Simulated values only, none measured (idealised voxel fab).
process module | voxel wiring stack
cross-section cut | 205 nm wide | cells 5 nm
A cross-section is a grid of square cells, given in bands from the top down. A band is one or more rows of cells.
Each band's line starts with the height of the band's top and of its bottom, in nm. Then come its materials from left to right, each with its width in nm. One material with "throughout" fills the band from edge to edge. "air" is empty space.
Height 0 is the level under which the wafer as received is all one material. The lowest band goes on downwards, as in "0 down".
A width such as "30 to 40" changes by the same amount from each row of cells to the next, from the band's top row to its bottom row.
"no change" after a step means that no cell of the cross-section changed.
closed voids: empty space of 8 cells or more with no open way to the top, each as width x height at its distance from the left edge, in nm
after a step's settings: what the simulator itself notes on the step
overlay nm, on a step with a mask: how far to the right of its planned place the mask lay; to the left if negative
plan
1 op RECEIVE | material Si
2 op CONFORMAL_DEP | material SiO2 | thk nm 10
3 op DIRECTIONAL_DEP | material TiN | thk nm 5
4 op DIRECTIONAL_DEP | material W | thk nm 25
5 op DIRECTIONAL_DEP | material aC | thk nm 15
6 op PATTERN | tone cover | mask id METAL_1 | material resist | width nm 20 | pitch nm 40 | thk nm 35 | overlay nm 0
7 op DIRECTIONAL_ETCH | etch materials aC | depth nm 15
8 op STRIP | etch materials resist
9 op DIRECTIONAL_ETCH | etch materials W | depth nm 25
10 op DIRECTIONAL_ETCH | etch materials TiN | depth nm 5
11 op STRIP | etch materials aC
12 op FILL_DEP | material SiO2 | thk nm 5
13 op CMP | height nm 40
14 op CONFORMAL_DEP | material SiCN | thk nm 5
15 op DIRECTIONAL_DEP | material SiO2 | thk nm 30
16 op MASKED_ETCH | tone open | mask id METAL_2_HOLES | width nm 15 | pitch nm 40 | etch materials SiO2 | depth nm 30 | overlay nm 0
17 op MASKED_ETCH | tone open | mask id METAL_2 | width nm 20 | pitch nm 40 | etch materials SiO2 | depth nm 20 | overlay nm 0
18 op MASKED_ETCH | tone open | mask id METAL_2 | width nm 20 | pitch nm 40 | etch materials SiCN | depth nm 5 | overlay nm 0
19 op CONFORMAL_DEP | material TiN | thk nm 5
20 op FILL_DEP | material Ru | thk nm 5
21 op CMP | height nm 75
22 op CONFORMAL_DEP | material SiCN | thk nm 5
23 op DIRECTIONAL_DEP | material SiO2 | thk nm 20
24 op MASKED_ETCH | tone open | mask id PLUG_2 | width nm 15 | pitch nm 80 | etch materials SiO2 | depth nm 20 | overlay nm 0
25 op MASKED_ETCH | tone open | mask id PLUG_2 | width nm 15 | pitch nm 80 | etch materials SiCN | depth nm 5 | overlay nm 0
26 op CONFORMAL_DEP | material TiN | thk nm 5
27 op FILL_DEP | material W | thk nm 10
28 op CMP | height nm 100
29 op CONFORMAL_DEP | material SiN | thk nm 5
30 op DIRECTIONAL_DEP | material lowk | thk nm 20
31 op MASKED_ETCH | tone open | mask id METAL_3 | width nm 20 | pitch nm 40 | etch materials lowk | depth nm 20 | overlay nm 0
32 op MASKED_ETCH | tone open | mask id METAL_3 | width nm 20 | pitch nm 40 | etch materials SiN | depth nm 5 | overlay nm 0
33 op CONFORMAL_DEP | material TiN | thk nm 5
34 op FILL_DEP | material Cu | thk nm 5
35 op CMP | height nm 125
36 op CONFORMAL_DEP | material SiCN | thk nm 5
as received, after step 1
  0 down: Si throughout
  closed voids: none
first wafer at the end, as planned
  130 to 125: SiCN throughout
  125 to 105: lowk 30 | TiN 5 | Cu 10 | TiN 5 | lowk 20 | TiN 5 | Cu 10 | TiN 5 | lowk 20 | TiN 5 | Cu 10 | TiN 5 | lowk 20 | TiN 5 | Cu 10 | TiN 5 | lowk 35
  105 to 100: SiN 30 | TiN 20 | SiN 20 | TiN 20 | SiN 20 | TiN 20 | SiN 20 | TiN 20 | SiN 35
  100 to 80: SiO2 30 | TiN 5 | W 5 | TiN 5 | SiO2 65 | TiN 5 | W 5 | TiN 5 | SiO2 80
  80 to 75: SiCN 30 | TiN 15 | SiCN 65 | TiN 15 | SiCN 80
  75 to 60: SiO2 30 | TiN 5 | Ru 10 | TiN 5 | SiO2 20 | TiN 5 | Ru 10 | TiN 5 | SiO2 20 | TiN 5 | Ru 10 | TiN 5 | SiO2 20 | TiN 5 | Ru 10 | TiN 5 | SiO2 35
  60 to 55: SiO2 30 | TiN 5 | Ru 5 | TiN 10 | SiO2 20 | TiN 5 | Ru 5 | TiN 10 | SiO2 20 | TiN 5 | Ru 5 | TiN 10 | SiO2 20 | TiN 5 | Ru 5 | TiN 10 | SiO2 35
  55 to 45: SiO2 30 | TiN 5 | Ru 5 | TiN 5 | SiO2 25 | TiN 5 | Ru 5 | TiN 5 | SiO2 25 | TiN 5 | Ru 5 | TiN 5 | SiO2 25 | TiN 5 | Ru 5 | TiN 5 | SiO2 40
  45 to 40: SiCN 30 | TiN 15 | SiCN 25 | TiN 15 | SiCN 25 | TiN 15 | SiCN 25 | TiN 15 | SiCN 40
  40 to 15: SiO2 30 | W 20 | SiO2 20 | W 20 | SiO2 20 | W 20 | SiO2 20 | W 20 | SiO2 35
  15 to 10: SiO2 30 | TiN 20 | SiO2 20 | TiN 20 | SiO2 20 | TiN 20 | SiO2 20 | TiN 20 | SiO2 35
  10 to 0: SiO2 throughout
  0 down: Si throughout
  closed voids: none
second wafer at the end: like start, like plan, one mistake
  130 to 125: SiCN throughout
  125 to 110: Cu 25 | TiN 5 | lowk 20 | TiN 5 | Cu 10 | TiN 5 | lowk 20 | TiN 5 | Cu 10 | TiN 5 | lowk 20 | TiN 5 | Cu 10 | TiN 5 | lowk 20 | TiN 5 | Cu 30
  110 to 105: TiN 30 | lowk 20 | TiN 20 | lowk 20 | TiN 20 | lowk 20 | TiN 20 | lowk 20 | TiN 35
  105 to 100: SiN throughout
  100 to 80: SiO2 30 | TiN 5 | W 5 | TiN 5 | SiO2 65 | TiN 5 | W 5 | TiN 5 | SiO2 80
  80 to 75: SiCN 30 | TiN 15 | SiCN 65 | TiN 15 | SiCN 80
  75 to 60: SiO2 30 | TiN 5 | Ru 10 | TiN 5 | SiO2 20 | TiN 5 | Ru 10 | TiN 5 | SiO2 20 | TiN 5 | Ru 10 | TiN 5 | SiO2 20 | TiN 5 | Ru 10 | TiN 5 | SiO2 35
  60 to 55: SiO2 30 | TiN 5 | Ru 5 | TiN 10 | SiO2 20 | TiN 5 | Ru 5 | TiN 10 | SiO2 20 | TiN 5 | Ru 5 | TiN 10 | SiO2 20 | TiN 5 | Ru 5 | TiN 10 | SiO2 35
  55 to 45: SiO2 30 | TiN 5 | Ru 5 | TiN 5 | SiO2 25 | TiN 5 | Ru 5 | TiN 5 | SiO2 25 | TiN 5 | Ru 5 | TiN 5 | SiO2 25 | TiN 5 | Ru 5 | TiN 5 | SiO2 40
  45 to 40: SiCN 30 | TiN 15 | SiCN 25 | TiN 15 | SiCN 25 | TiN 15 | SiCN 25 | TiN 15 | SiCN 40
  40 to 15: SiO2 30 | W 20 | SiO2 20 | W 20 | SiO2 20 | W 20 | SiO2 20 | W 20 | SiO2 35
  15 to 10: SiO2 30 | TiN 20 | SiO2 20 | TiN 20 | SiO2 20 | TiN 20 | SiO2 20 | TiN 20 | SiO2 35
  10 to 0: SiO2 throughout
  0 down: Si throughout
  closed voids: none
what went wrong: step 31 ran as: op MASKED_ETCH | tone cover | mask id METAL_3 | width nm 20 | pitch nm 40 | etch materials lowk | depth nm 20 | overlay nm 0
at the end the second wafer has, in cells: 19 more of Cu | 16 more of SiN | 1 more of TiN | 36 fewer of lowk
